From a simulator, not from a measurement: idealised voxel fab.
process module | voxel local oxidation
cross-section cut | 175 nm wide | cells 5 nm
A cross-section is a grid of square cells, given in bands from the top down. A band is one or more rows of cells.
Each band's line starts with the height of the band's top and of its bottom, in nm. Then come its materials from left to right, each with its width in nm. One material with "throughout" fills the band from edge to edge. "air" is empty space.
Height 0 is the level under which the wafer as received is all one material. The lowest band goes on downwards, as in "0 down".
A width such as "30 to 40" changes by the same amount from each row of cells to the next, from the band's top row to its bottom row.
"no change" after a step means that no cell of the cross-section changed.
closed voids: empty space of 8 cells or more with no open way to the top, each as width x height at its distance from the left edge, in nm
after a step's settings: what the simulator itself notes on the step
overlay nm, on a step with a mask: how far to the right of its planned place the mask lay; to the left if negative
plan
1 op RECEIVE | material Si
2 op OXIDIZE | depth nm 5
3 op CONFORMAL_DEP | material SiN | thk nm 10
4 op MASKED_ETCH | tone cover | mask id ACTIVE | width nm 115 | etch materials SiN | depth nm 10 | overlay nm 0
5 op SELECTIVE_ETCH | etch materials SiO2 | depth nm 5
6 op OXIDIZE | depth nm 15
7 op STRIP | etch materials SiN
as received, after step 1
  0 down: Si throughout
  closed voids: none
a wafer at the end: this start, this plan, one mistake
  0 to -5: air 30 | SiO2 115 | air 30
  -5 to -20: SiO2 45 | Si 85 | SiO2 45
  -20 down: Si throughout
  closed voids: none
what went wrong: step 4 ran as: op MASKED_ETCH | tone cover | mask id ACTIVE | width nm 125 | etch materials SiN | depth nm 10 | overlay nm 0
